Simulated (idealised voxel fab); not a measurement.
Proc. module: voxel lift off
The cross-section shown here is cut; it is 295 nm wide and divided into square cells measuring 5 nm on a side.
Think of the cross-section as a grid of square cells. We describe it in bands, top to bottom, and each band covers one or more rows of those cells. Band: top and bottom heights (nm) first, top before bottom; then materials from left to right, widths in nm. "edge to edge" marks a sole material filling the band edge to edge. "blank" denotes empty space. Height 0 is the level under which the wafer as received is all one material. The lowest band goes on downwards, as in "0 nm and below". When a width is written as two numbers, as in "30 to 40", the first number is the width in the top row of cells of the band and the second is the width in its bottom row, and the width changes by the same amount from each row to the next. Given "remains unaltered" for a step, no cell of the cross-section differs between before and after that step. Closed void list: empty space of 8 cells or more with no open way to the top, each as width x height at its distance from the left edge, in nm. On a step's line, text after the settings is the simulator commenting on that step. overlay nm: step with mask; distance mask lay right of planned place; negative value = left of planned place.
**Intended process steps**
- 1: RECEIVE: material Si
- 2: CONFORMAL_DEP: material SiN, thk nm 5
- 3: PATTERN: tone open, mask id LINES, material resist, width nm 30, pitch nm 50, thk nm 20, overlay nm 0
- 4: DIRECTIONAL_DEP: material Ru, thk nm 10
- 5: STRIP: etch materials resist
- 6: CONFORMAL_DEP: material SiN, thk nm 10
**Cross-section of the wafer as it came to us, i.e., already through step 1**
> 0 nm and below | Si edge to edge
> Closed void list: none
**This is how the wafer looks in cross-section once the module is done, given the starting state and plan above and one mistake in carrying the plan out**
> 30 nm to 20 nm | blank (45)  SiN (200)  blank (50)
> 20 nm to 15 nm | blank (45)  SiN (10)  Ru (30)  SiN (20)  Ru (30)  SiN (20)  Ru (30)  SiN (20)  Ru (30)  SiN (10)  blank (50)
> 15 nm to 5 nm | SiN (55)  Ru (30)  SiN (20)  Ru (30)  SiN (20)  Ru (30)  SiN (20)  Ru (30)  SiN (60)
> 5 nm to 0 nm | SiN edge to edge
> 0 nm and below | Si edge to edge
> Closed void list: none
The mistake made against the process plan was this: contrary to plan, step 4 was performed as DIRECTIONAL_DEP: material Ru, thk nm 15
